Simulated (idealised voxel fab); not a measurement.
This is a process module. Its name is voxel self aligned vias.
Cross-section cut: width 255 nm, square cells of 5 nm.
Think of the cross-section as a grid of square cells. We describe it in bands, top to bottom, and each band covers one or more rows of those cells.
Per band: top height and bottom height in nm, followed by the left-to-right materials and their widths in nm; "throughout" marks a single material spanning edge to edge, "empty" marks empty space.
It should be noted that heights are counted from 0, beneath which the wafer as supplied is of one material throughout, and that the lowest band possesses no lower boundary but continues downward, as written in "from 0 down".
You'd read "30->40" like this: the band's top row of cells is as wide as the first number, its bottom row is as wide as the second, and going down, every row changes width by the same amount as the row before did.
When a step is marked "identical to before", none of the cells in the cross-section changed during that step.
Listed in "Closed void entries": every empty space of 8 or more cells without an open way to the top. Form: width x height at distance, the distance being from the left edge, all in nm.
Post-settings text on a step line: simulator's own remark regarding the step.
overlay nm: step with mask; distance mask lay right of planned place; negative value = left of planned place.

Planned process steps
1,RECEIVE: material Si
2,CONFORMAL_DEP: material SiO2, thk nm 10
3,CONFORMAL_DEP: material SiCN, thk nm 5
4,DIRECTIONAL_DEP: material lowk, thk nm 20
5,MASKED_ETCH: tone open, mask id LINES, width nm 20, pitch nm 55, etch materials lowk, depth nm 20, overlay nm 0
6,CONFORMAL_DEP: material TiN, thk nm 5
7,FILL_DEP: material W, thk nm 5
8,CMP: height nm 35
9,SELECTIVE_ETCH: etch materials W Ru TiN, depth nm 5
10,FILL_DEP: material SiN, thk nm 10
11,CMP: height nm 35
12,DIRECTIONAL_DEP: material lowk, thk nm 20
13,PATTERN: tone open, mask id VIAS, material resist, width nm 40, pitch nm 55, thk nm 20, overlay nm 0
14,DIRECTIONAL_ETCH: etch materials lowk, depth nm 20
15,DIRECTIONAL_ETCH: etch materials SiN, depth nm 5
16,STRIP: etch materials resist
17,CONFORMAL_DEP: material TiN, thk nm 5
18,FILL_DEP: material Ru, thk nm 10
19,CMP: height nm 55
20,CONFORMAL_DEP: material SiCN, thk nm 5

First of two wafers, with the run carried out as planned

Cross-sectional view of the wafer in its as-received condition, corresponding to the state after step 1
> from 0 down  Si throughout
> Closed void entries: none

Cross-section: wafer state after step 2
> from 10 to 0  SiO2 throughout
> Below 0, no change.

Cross-section: wafer state after step 3
> from 15 to 10  SiCN throughout
> Below 10, no change.

Cross-section: wafer state after step 4
> from 35 to 15  lowk throughout
> Below 15, no change.

Cross-section: wafer state after step 5
> from 35 to 15  lowk 60, empty 20, lowk 35, empty 20, lowk 35, empty 20, lowk 65
> Below 15, no change.

Cross-section: wafer state after step 6
> from 40 to 35  TiN 65, empty 10, TiN 45, empty 10, TiN 45, empty 10, TiN 70
> from 35 to 20  lowk 60, TiN 5, empty 10, TiN 5, lowk 35, TiN 5, empty 10, TiN 5, lowk 35, TiN 5, empty 10, TiN 5, lowk 65
> from 20 to 15  lowk 60, TiN 20, lowk 35, TiN 20, lowk 35, TiN 20, lowk 65
> Below 15, no change.

Cross-section: wafer state after step 7
> from 45 to 40  W throughout
> from 40 to 35  TiN 65, W 10, TiN 45, W 10, TiN 45, W 10, TiN 70
> from 35 to 20  lowk 60, TiN 5, W 10, TiN 5, lowk 35, TiN 5, W 10, TiN 5, lowk 35, TiN 5, W 10, TiN 5, lowk 65
> Below 20, no change.

Cross-section: wafer state after step 8
> from 35 to 20  lowk 60, TiN 5, W 10, TiN 5, lowk 35, TiN 5, W 10, TiN 5, lowk 35, TiN 5, W 10, TiN 5, lowk 65
> Below 20, no change.

Cross-section: wafer state after step 9
> from 35 to 30  lowk 60, empty 20, lowk 35, empty 20, lowk 35, empty 20, lowk 65
> Below 30, no change.

Cross-section: wafer state after step 10
> from 45 to 35  SiN throughout
> from 35 to 30  lowk 60, SiN 20, lowk 35, SiN 20, lowk 35, SiN 20, lowk 65
> Below 30, no change.

Cross-section: wafer state after step 11
> from 35 to 30  lowk 60, SiN 20, lowk 35, SiN 20, lowk 35, SiN 20, lowk 65
> Below 30, no change.

Cross-section: wafer state after step 12
> from 55 to 35  lowk throughout
> Below 35, no change.

Cross-section: wafer state after step 13
> from 75 to 55  resist 50, empty 40, resist 15, empty 40, resist 15, empty 40, resist 55
> Below 55, no change.

Cross-section: wafer state after step 14
> from 75 to 55  resist 50, empty 40, resist 15, empty 40, resist 15, empty 40, resist 55
> from 55 to 35  lowk 50, empty 40, lowk 15, empty 40, lowk 15, empty 40, lowk 55
> Below 35, no change.

Cross-section: wafer state after step 15
> from 75 to 55  resist 50, empty 40, resist 15, empty 40, resist 15, empty 40, resist 55
> from 55 to 35  lowk 50, empty 40, lowk 15, empty 40, lowk 15, empty 40, lowk 55
> from 35 to 30  lowk 60, empty 20, lowk 35, empty 20, lowk 35, empty 20, lowk 65
> Below 30, no change.

Cross-section: wafer state after step 16
> from 55 to 35  lowk 50, empty 40, lowk 15, empty 40, lowk 15, empty 40, lowk 55
> Below 35, no change.

Cross-section: wafer state after step 17
> from 60 to 55  TiN 55, empty 30, TiN 25, empty 30, TiN 25, empty 30, TiN 60
> from 55 to 40  lowk 50, TiN 5, empty 30, TiN 5, lowk 15, TiN 5, empty 30, TiN 5, lowk 15, TiN 5, empty 30, TiN 5, lowk 55
> from 40 to 35  lowk 50, TiN 15, empty 10, TiN 15, lowk 15, TiN 15, empty 10, TiN 15, lowk 15, TiN 15, empty 10, TiN 15, lowk 55
> from 35 to 30  lowk 60, TiN 20, lowk 35, TiN 20, lowk 35, TiN 20, lowk 65
> Below 30, no change.

Cross-section: wafer state after step 18
> from 70 to 60  Ru throughout
> from 60 to 55  TiN 55, Ru 30, TiN 25, Ru 30, TiN 25, Ru 30, TiN 60
> from 55 to 40  lowk 50, TiN 5, Ru 30, TiN 5, lowk 15, TiN 5, Ru 30, TiN 5, lowk 15, TiN 5, Ru 30, TiN 5, lowk 55
> from 40 to 35  lowk 50, TiN 15, Ru 10, TiN 15, lowk 15, TiN 15, Ru 10, TiN 15, lowk 15, TiN 15, Ru 10, TiN 15, lowk 55
> Below 35, no change.

Cross-section: wafer state after step 19
> from 55 to 40  lowk 50, TiN 5, Ru 30, TiN 5, lowk 15, TiN 5, Ru 30, TiN 5, lowk 15, TiN 5, Ru 30, TiN 5, lowk 55
> Below 40, no change.

Cross-section: wafer state after step 20
> from 60 to 55  SiCN throughout
> Below 55, no change.

The second wafer was prepared from the same starting point and under the same plan as the first; its processing contained one mistake, and it remains indistinguishable from the first wafer up to and including step 2

Cross-sectional view of the second wafer at the intended end time of process step 3
> from 30 to 10  lowk throughout
> Below 10, no change.

Cross-sectional view of the second wafer at the intended end time of process step 4
> from 35 to 30  SiCN throughout
> Below 30, no change.

Cross-sectional view of the second wafer at the intended end time of process step 5: identical to before

Cross-sectional view of the second wafer at the intended end time of process step 6
> from 40 to 35  TiN throughout
> Below 35, no change.

Cross-sectional view of the second wafer at the intended end time of process step 7
> from 45 to 40  W throughout
> Below 40, no change.

Cross-sectional view of the second wafer at the intended end time of process step 8
> from 35 to 30  SiCN throughout
> Below 30, no change.

Cross-sectional view of the second wafer at the intended end time of process step 9: identical to before

Cross-sectional view of the second wafer at the intended end time of process step 10
> from 45 to 35  SiN throughout
> Below 35, no change.

Cross-sectional view of the second wafer at the intended end time of process step 11
> from 35 to 30  SiCN throughout
> Below 30, no change.

Cross-sectional view of the second wafer at the intended end time of process step 12
> from 55 to 35  lowk throughout
> Below 35, no change.

Cross-sectional view of the second wafer at the intended end time of process step 13
> from 75 to 55  resist 50, empty 40, resist 15, empty 40, resist 15, empty 40, resist 55
> Below 55, no change.

Cross-sectional view of the second wafer at the intended end time of process step 14
> from 75 to 55  resist 50, empty 40, resist 15, empty 40, resist 15, empty 40, resist 55
> from 55 to 35  lowk 50, empty 40, lowk 15, empty 40, lowk 15, empty 40, lowk 55
> Below 35, no change.

Cross-sectional view of the second wafer at the intended end time of process step 15: identical to before

Cross-sectional view of the second wafer at the intended end time of process step 16
> from 55 to 35  lowk 50, empty 40, lowk 15, empty 40, lowk 15, empty 40, lowk 55
> Below 35, no change.

Cross-sectional view of the second wafer at the intended end time of process step 17
> from 60 to 55  TiN 55, empty 30, TiN 25, empty 30, TiN 25, empty 30, TiN 60
> from 55 to 40  lowk 50, TiN 5, empty 30, TiN 5, lowk 15, TiN 5, empty 30, TiN 5, lowk 15, TiN 5, empty 30, TiN 5, lowk 55
> from 40 to 35  lowk 50, TiN 40, lowk 15, TiN 40, lowk 15, TiN 40, lowk 55
> Below 35, no change.

Cross-sectional view of the second wafer at the intended end time of process step 18
> from 70 to 60  Ru throughout
> from 60 to 55  TiN 55, Ru 30, TiN 25, Ru 30, TiN 25, Ru 30, TiN 60
> from 55 to 40  lowk 50, TiN 5, Ru 30, TiN 5, lowk 15, TiN 5, Ru 30, TiN 5, lowk 15, TiN 5, Ru 30, TiN 5, lowk 55
> Below 40, no change.

Cross-sectional view of the second wafer at the intended end time of process step 19
> from 55 to 40  lowk 50, TiN 5, Ru 30, TiN 5, lowk 15, TiN 5, Ru 30, TiN 5, lowk 15, TiN 5, Ru 30, TiN 5, lowk 55
> Below 40, no change.

Cross-sectional view of the second wafer at the intended end time of process step 20
> from 60 to 55  SiCN throughout
> Below 55, no change.
So what did we get wrong on this run? the executed order of steps 3 and 4 is the reverse of that specified in the plan, each step having taken the other's position
Bottom line after processing is that, in cells, the second wafer is up or down on some materials versus the first: Ru -6; TiN -30; W -12; lowk +48
